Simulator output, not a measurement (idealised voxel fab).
process module | voxel capacitor over wiring
cross-section cut | 185 nm wide | cells 5 nm
A cross-section is a grid of square cells, given in bands from the top down. A band is one or more rows of cells.
Each band's line starts with the height of the band's top and of its bottom, in nm. Then come its materials from left to right, each with its width in nm. One material with "throughout" fills the band from edge to edge. "air" is empty space.
Height 0 is the level under which the wafer as received is all one material. The lowest band goes on downwards, as in "0 down".
A width such as "30 to 40" changes by the same amount from each row of cells to the next, from the band's top row to its bottom row.
"no change" after a step means that no cell of the cross-section changed.
closed voids: empty space of 8 cells or more with no open way to the top, each as width x height at its distance from the left edge, in nm
after a step's settings: what the simulator itself notes on the step
overlay nm, on a step with a mask: how far to the right of its planned place the mask lay; to the left if negative
plan
1 op RECEIVE | material Si
2 op CONFORMAL_DEP | material SiO2 | thk nm 10
3 op CONFORMAL_DEP | material SiCN | thk nm 5
4 op DIRECTIONAL_DEP | material lowk | thk nm 15
5 op MASKED_ETCH | tone open | mask id METAL_1 | width nm 30 | pitch nm 85 | etch materials lowk | depth nm 15 | overlay nm 0
6 op MASKED_ETCH | tone open | mask id METAL_1 | width nm 30 | pitch nm 85 | etch materials SiCN | depth nm 5 | overlay nm 0
7 op CONFORMAL_DEP | material TiN | thk nm 5
8 op FILL_DEP | material Cu | thk nm 5
9 op CMP | height nm 30
10 op CONFORMAL_DEP | material SiCN | thk nm 5
11 op DIRECTIONAL_DEP | material SiO2 | thk nm 10
12 op PATTERN | tone open | mask id PLUG_1 | material resist | width nm 15 | thk nm 20 | overlay nm 0
13 op DIRECTIONAL_ETCH | etch materials SiO2 | depth nm 10
14 op DIRECTIONAL_ETCH | etch materials SiCN | depth nm 5
15 op STRIP | etch materials resist
16 op CONFORMAL_DEP | material TiN | thk nm 5
17 op FILL_DEP | material Cu | thk nm 5
18 op CMP | height nm 45
19 op DIRECTIONAL_DEP | material TiN | thk nm 5
20 op DIRECTIONAL_DEP | material SiN | thk nm 5
21 op DIRECTIONAL_DEP | material TiN | thk nm 5
22 op PATTERN | tone cover | mask id UPPER_PLATE | material resist | width nm 60 | thk nm 20 | overlay nm 0
23 op DIRECTIONAL_ETCH | etch materials TiN | depth nm 5
24 op DIRECTIONAL_ETCH | etch materials SiN | depth nm 5
25 op STRIP | etch materials resist
26 op PATTERN | tone cover | mask id LOWER_PLATE | material resist | width nm 70 | thk nm 20 | overlay nm 0
27 op DIRECTIONAL_ETCH | etch materials TiN | depth nm 5
28 op STRIP | etch materials resist
29 op FILL_DEP | material SiO2 | thk nm 20
30 op CMP | height nm 75
31 op MASKED_ETCH | tone open | mask id PLUG_2 | width nm 15 | etch materials SiO2 | depth nm 15 | overlay nm 0
32 op CONFORMAL_DEP | material TiN | thk nm 5
33 op FILL_DEP | material Ru | thk nm 5
34 op CMP | height nm 75
35 op CONFORMAL_DEP | material SiCN | thk nm 5
as received, after step 1
  0 down: Si throughout
  closed voids: none
first wafer at the end, as planned
  80 to 75: SiCN throughout
  75 to 65: SiO2 60 | TiN 5 | Ru 5 | TiN 5 | SiO2 110
  65 to 55: SiO2 60 to 50 | TiN 15 to 60 | SiO2 110 to 75
  55 to 50: SiO2 50 | SiN 60 | SiO2 75
  50 to 45: SiO2 45 | TiN 70 | SiO2 70
  45 to 35: SiO2 50 | TiN 5 | Cu 5 | TiN 5 | SiO2 120
  35 to 30: SiCN 50 | TiN 15 | SiCN 120
  30 to 15: lowk 35 | TiN 5 | Cu 20 | TiN 5 | lowk 55 | TiN 5 | Cu 20 | TiN 5 | lowk 35
  15 to 10: SiCN 35 | TiN 30 | SiCN 55 | TiN 30 | SiCN 35
  10 to 0: SiO2 throughout
  0 down: Si throughout
  closed voids: none
second wafer at the end: like start, like plan, one mistake
  80 to 75: SiCN throughout
  75 to 65: SiO2 60 | TiN 5 | Ru 5 | TiN 5 | SiO2 110
  65 to 60: SiO2 60 | TiN 15 | SiO2 110
  60 to 55: SiO2 50 | SiN 60 | SiO2 75
  55 to 50: SiO2 45 | TiN 70 | SiO2 70
  50 to 45: TiN throughout
  45 to 35: SiO2 50 | TiN 5 | Cu 5 | TiN 5 | SiO2 120
  35 to 30: SiCN 50 | TiN 15 | SiCN 120
  30 to 15: lowk 35 | TiN 5 | Cu 20 | TiN 5 | lowk 55 | TiN 5 | Cu 20 | TiN 5 | lowk 35
  15 to 10: SiCN 35 | TiN 30 | SiCN 55 | TiN 30 | SiCN 35
  10 to 0: SiO2 throughout
  0 down: Si throughout
  closed voids: none
what went wrong: steps 20 and 21 were swapped
at the end the second wafer has, in cells: 25 fewer of SiO2 | 25 more of TiN
